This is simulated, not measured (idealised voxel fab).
A process module follows: voxel capacitor over wiring.
The figure presents cross-section cut, which has a width of 245 nm and is divided into square cells with an edge length of 5 nm.
How to read a cross-section here: the picture is a grid of square cells, written as bands going from the top down, and any band can span one or more rows of cells.
Quick guide to a band line: top height, bottom height (nm) up front; then every material left to right with its width in nm. Only one material and it's marked "throughout"? Then it fills the band edge to edge. And "blank" just means empty space.
Heights are reckoned from 0. Under this level, the received wafer is all of one material. The bottommost band is open-ended downward, for example "top 0, no bottom".
Per-row width for "30->40": begins at first number (top row of band), ends at second number (bottom row), increment between rows held constant.
Where the words "no change occurred" appear for a step, the cross-section shows no cell changed by that step; every cell remained as before.
"Closed internal voids" means: voids of 8 cells or more that are shut off from the top with no open way through. Written width x height at distance, distance from the left edge, in nm.
What comes after the settings on a step's line is commentary from the simulator itself on that step.
If you see "overlay nm" on a step's line and that step has a mask, it's telling you how far right of where it was planned the mask ended up; a negative number means it went left instead.
Process steps - plan
1 op RECEIVE | material Si
2 op CONFORMAL_DEP | material SiO2 | thk nm 15
3 op DIRECTIONAL_DEP | material TiN | thk nm 5
4 op DIRECTIONAL_DEP | material W | thk nm 20
5 op DIRECTIONAL_DEP | material aC | thk nm 15
6 op PATTERN | tone cover | mask id METAL_1 | material resist | width nm 30 | pitch nm 90 | thk nm 35 | overlay nm 0
7 op DIRECTIONAL_ETCH | etch materials aC | depth nm 15
8 op STRIP | etch materials resist
9 op DIRECTIONAL_ETCH | etch materials W | depth nm 20
10 op DIRECTIONAL_ETCH | etch materials TiN | depth nm 5
11 op STRIP | etch materials aC
12 op FILL_DEP | material lowk | thk nm 5
13 op CMP | height nm 40
14 op CONFORMAL_DEP | material SiCN | thk nm 5
15 op DIRECTIONAL_DEP | material lowk | thk nm 10
16 op DIRECTIONAL_DEP | material aC | thk nm 10
17 op PATTERN | tone open | mask id PLUG_1 | material resist | width nm 15 | thk nm 25 | overlay nm 0
18 op DIRECTIONAL_ETCH | etch materials aC | depth nm 10
19 op STRIP | etch materials resist
20 op DIRECTIONAL_ETCH | etch materials lowk | depth nm 10
21 op DIRECTIONAL_ETCH | etch materials SiCN | depth nm 5
22 op STRIP | etch materials aC
23 op EPI | material Ru | thk nm 10
24 op EPI | material Ru | thk nm 5
25 op DIRECTIONAL_DEP | material TiN | thk nm 5
26 op DIRECTIONAL_DEP | material Al2O3 | thk nm 5
27 op DIRECTIONAL_DEP | material TiN | thk nm 5
28 op PATTERN | tone cover | mask id UPPER_PLATE | material resist | width nm 65 | thk nm 15 | overlay nm 0
29 op DIRECTIONAL_ETCH | etch materials TiN | depth nm 5
30 op DIRECTIONAL_ETCH | etch materials Al2O3 | depth nm 5
31 op STRIP | etch materials resist
32 op DIRECTIONAL_DEP | material aC | thk nm 10
33 op PATTERN | tone cover | mask id LOWER_PLATE | material resist | width nm 75 | thk nm 30 | overlay nm 0
34 op DIRECTIONAL_ETCH | etch materials aC | depth nm 10
35 op STRIP | etch materials resist
36 op DIRECTIONAL_ETCH | etch materials TiN | depth nm 5
37 op STRIP | etch materials aC
38 op FILL_DEP | material SiO2 | thk nm 15
39 op CMP | height nm 80
40 op PATTERN | tone open | mask id PLUG_2 | material resist | width nm 15 | thk nm 15 | overlay nm 0
41 op DIRECTIONAL_ETCH | etch materials SiO2 | depth nm 10
42 op STRIP | etch materials resist
43 op CONFORMAL_DEP | material TiN | thk nm 5
44 op FILL_DEP | material Cu | thk nm 10
45 op CMP | height nm 80
46 op CONFORMAL_DEP | material SiN | thk nm 5
On the first of the two wafers: run conducted according to plan
Here's what the wafer looked like in cross-section when it arrived - that's after step 1
	top 0, no bottom | Si throughout
	Closed internal voids: none
Step 2 complete: cross-section through the wafer
	top 15, bottom 0 | SiO2 throughout
	At heights below 0, the structure remains unaltered.
Step 3 complete: cross-section through the wafer
	top 20, bottom 15 | TiN throughout
	At heights below 15, the structure remains unaltered.
Step 4 complete: cross-section through the wafer
	top 40, bottom 20 | W throughout
	At heights below 20, the structure remains unaltered.
Step 5 complete: cross-section through the wafer
	top 55, bottom 40 | aC throughout
	At heights below 40, the structure remains unaltered.
Step 6 complete: cross-section through the wafer
	top 90, bottom 55 | 60 of blank  30 of resist  60 of blank  30 of resist  65 of blank
	At heights below 55, the structure remains unaltered.
Step 7 complete: cross-section through the wafer
	top 75, bottom 55 | 60 of blank  30 of resist  60 of blank  30 of resist  65 of blank
	top 55, bottom 40 | 60 of blank  30 of aC  60 of blank  30 of aC  65 of blank
	At heights below 40, the structure remains unaltered.
Step 8 complete: cross-section through the wafer
	top 55, bottom 40 | 60 of blank  30 of aC  60 of blank  30 of aC  65 of blank
	At heights below 40, the structure remains unaltered.
Step 9 complete: cross-section through the wafer
	top 55, bottom 40 | 60 of blank  30 of aC  60 of blank  30 of aC  65 of blank
	top 40, bottom 20 | 60 of blank  30 of W  60 of blank  30 of W  65 of blank
	At heights below 20, the structure remains unaltered.
Step 10 complete: cross-section through the wafer
	top 55, bottom 40 | 60 of blank  30 of aC  60 of blank  30 of aC  65 of blank
	top 40, bottom 20 | 60 of blank  30 of W  60 of blank  30 of W  65 of blank
	top 20, bottom 15 | 60 of blank  30 of TiN  60 of blank  30 of TiN  65 of blank
	At heights below 15, the structure remains unaltered.
Step 11 complete: cross-section through the wafer
	top 40, bottom 20 | 60 of blank  30 of W  60 of blank  30 of W  65 of blank
	At heights below 20, the structure remains unaltered.
Step 12 complete: cross-section through the wafer
	top 45, bottom 40 | lowk throughout
	top 40, bottom 20 | 60 of lowk  30 of W  60 of lowk  30 of W  65 of lowk
	top 20, bottom 15 | 60 of lowk  30 of TiN  60 of lowk  30 of TiN  65 of lowk
	At heights below 15, the structure remains unaltered.
Step 13 complete: cross-section through the wafer
	top 40, bottom 20 | 60 of lowk  30 of W  60 of lowk  30 of W  65 of lowk
	At heights below 20, the structure remains unaltered.
Step 14 complete: cross-section through the wafer
	top 45, bottom 40 | SiCN throughout
	At heights below 40, the structure remains unaltered.
Step 15 complete: cross-section through the wafer
	top 55, bottom 45 | lowk throughout
	At heights below 45, the structure remains unaltered.
Step 16 complete: cross-section through the wafer
	top 65, bottom 55 | aC throughout
	At heights below 55, the structure remains unaltered.
Step 17 complete: cross-section through the wafer
	top 90, bottom 65 | 75 of resist  15 of blank  155 of resist
	At heights below 65, the structure remains unaltered.
Step 18 complete: cross-section through the wafer
	top 80, bottom 65 | 75 of resist  15 of blank  155 of resist
	top 65, bottom 55 | 75 of aC  15 of blank  155 of aC
	At heights below 55, the structure remains unaltered.
Step 19 complete: cross-section through the wafer
	top 65, bottom 55 | 75 of aC  15 of blank  155 of aC
	At heights below 55, the structure remains unaltered.
Step 20 complete: cross-section through the wafer
	top 65, bottom 55 | 75 of aC  15 of blank  155 of aC
	top 55, bottom 45 | 75 of lowk  15 of blank  155 of lowk
	At heights below 45, the structure remains unaltered.
Step 21 complete: cross-section through the wafer
	top 65, bottom 55 | 75 of aC  15 of blank  155 of aC
	top 55, bottom 45 | 75 of lowk  15 of blank  155 of lowk
	top 45, bottom 40 | 75 of SiCN  15 of blank  155 of SiCN
	At heights below 40, the structure remains unaltered.
Step 22 complete: cross-section through the wafer
	top 55, bottom 45 | 75 of lowk  15 of blank  155 of lowk
	At heights below 45, the structure remains unaltered.
Step 23 complete: cross-section through the wafer
	top 55, bottom 50 | 75 of lowk  15 of blank  155 of lowk
	top 50, bottom 45 | 75 of lowk  15 of Ru  155 of lowk
	top 45, bottom 40 | 75 of SiCN  15 of Ru  155 of SiCN
	At heights below 40, the structure remains unaltered.
Step 24 complete: cross-section through the wafer
	top 55, bottom 45 | 75 of lowk  15 of Ru  155 of lowk
	At heights below 45, the structure remains unaltered.
Step 25 complete: cross-section through the wafer
	top 60, bottom 55 | TiN throughout
	At heights below 55, the structure remains unaltered.
Step 26 complete: cross-section through the wafer
	top 65, bottom 60 | Al2O3 throughout
	At heights below 60, the structure remains unaltered.
Step 27 complete: cross-section through the wafer
	top 70, bottom 65 | TiN throughout
	At heights below 65, the structure remains unaltered.
Step 28 complete: cross-section through the wafer
	top 85, bottom 70 | 75 of blank  65 of resist  105 of blank
	At heights below 70, the structure remains unaltered.
Step 29 complete: cross-section through the wafer
	top 85, bottom 70 | 75 of blank  65 of resist  105 of blank
	top 70, bottom 65 | 75 of blank  65 of TiN  105 of blank
	At heights below 65, the structure remains unaltered.
Step 30 complete: cross-section through the wafer
	top 85, bottom 70 | 75 of blank  65 of resist  105 of blank
	top 70, bottom 65 | 75 of blank  65 of TiN  105 of blank
	top 65, bottom 60 | 75 of blank  65 of Al2O3  105 of blank
	At heights below 60, the structure remains unaltered.
Step 31 complete: cross-section through the wafer
	top 70, bottom 65 | 75 of blank  65 of TiN  105 of blank
	At heights below 65, the structure remains unaltered.
Step 32 complete: cross-section through the wafer
	top 80, bottom 70 | 75 of blank  65 of aC  105 of blank
	top 70, bottom 65 | 75 of aC  65 of TiN  105 of aC
	top 65, bottom 60 | 75 of aC  65 of Al2O3  105 of aC
	At heights below 60, the structure remains unaltered.
Step 33 complete: cross-section through the wafer
	top 110, bottom 80 | 70 of blank  75 of resist  100 of blank
	top 80, bottom 70 | 70 of blank  5 of resist  65 of aC  5 of resist  100 of blank
	At heights below 70, the structure remains unaltered.
Step 34 complete: cross-section through the wafer
	top 100, bottom 80 | 70 of blank  75 of resist  100 of blank
	top 80, bottom 70 | 70 of blank  5 of resist  65 of aC  5 of resist  100 of blank
	top 70, bottom 65 | 70 of blank  5 of aC  65 of TiN  5 of aC  100 of blank
	top 65, bottom 60 | 70 of blank  5 of aC  65 of Al2O3  5 of aC  100 of blank
	At heights below 60, the structure remains unaltered.
Step 35 complete: cross-section through the wafer
	top 80, bottom 70 | 75 of blank  65 of aC  105 of blank
	At heights below 70, the structure remains unaltered.
Step 36 complete: cross-section through the wafer
	top 80, bottom 70 | 75 of blank  65 of aC  105 of blank
	top 70, bottom 65 | 70 of blank  5 of aC  65 of TiN  5 of aC  100 of blank
	top 65, bottom 60 | 70 of blank  5 of aC  65 of Al2O3  5 of aC  100 of blank
	top 60, bottom 55 | 70 of blank  75 of TiN  100 of blank
	At heights below 55, the structure remains unaltered.
Step 37 complete: cross-section through the wafer
	top 70, bottom 65 | 75 of blank  65 of TiN  105 of blank
	top 65, bottom 60 | 75 of blank  65 of Al2O3  105 of blank
	At heights below 60, the structure remains unaltered.
Step 38 complete: cross-section through the wafer
	top 85, bottom 70 | SiO2 throughout
	top 70, bottom 65 | 75 of SiO2  65 of TiN  105 of SiO2
	top 65, bottom 60 | 75 of SiO2  65 of Al2O3  105 of SiO2
	top 60, bottom 55 | 70 of SiO2  75 of TiN  100 of SiO2
	At heights below 55, the structure remains unaltered.
Step 39 complete: cross-section through the wafer
	top 80, bottom 70 | SiO2 throughout
	At heights below 70, the structure remains unaltered.
Step 40 complete: cross-section through the wafer
	top 95, bottom 80 | 85 of resist  15 of blank  145 of resist
	At heights below 80, the structure remains unaltered.
Step 41 complete: cross-section through the wafer
	top 95, bottom 80 | 85 of resist  15 of blank  145 of resist
	top 80, bottom 70 | 85 of SiO2  15 of blank  145 of SiO2
	At heights below 70, the structure remains unaltered.
Step 42 complete: cross-section through the wafer
	top 80, bottom 70 | 85 of SiO2  15 of blank  145 of SiO2
	At heights below 70, the structure remains unaltered.
Step 43 complete: cross-section through the wafer
	top 85, bottom 80 | 90 of TiN  5 of blank  150 of TiN
	top 80, bottom 75 | 85 of SiO2  5 of TiN  5 of blank  5 of TiN  145 of SiO2
	top 75, bottom 65 | 85->75 of SiO2  15->65 of TiN  145->105 of SiO2
	At heights below 65, the structure remains unaltered.
Step 44 complete: cross-section through the wafer
	top 95, bottom 85 | Cu throughout
	top 85, bottom 80 | 90 of TiN  5 of Cu  150 of TiN
	top 80, bottom 75 | 85 of SiO2  5 of TiN  5 of Cu  5 of TiN  145 of SiO2
	At heights below 75, the structure remains unaltered.
Step 45 complete: cross-section through the wafer
	top 80, bottom 75 | 85 of SiO2  5 of TiN  5 of Cu  5 of TiN  145 of SiO2
	At heights below 75, the structure remains unaltered.
Step 46 complete: cross-section through the wafer
	top 85, bottom 80 | SiN throughout
	At heights below 80, the structure remains unaltered.
Wafer two of the pair: same origin, same plan, one error during the run; identical to wafer one up to and including step 44
Cross-section: second wafer, time at which step 45 was scheduled to end
	top 85, bottom 80 | 90 of TiN  5 of Cu  150 of TiN
	At heights below 80, the structure remains unaltered.
Cross-section: second wafer, time at which step 46 was scheduled to end
	top 90, bottom 85 | SiN throughout
	At heights below 85, the structure remains unaltered.
Processing error: step 45 deviated from plan and actually ran as op CMP | height nm 85
at the end the second wafer has, in cells: Cu: 1 more, TiN: 48 more
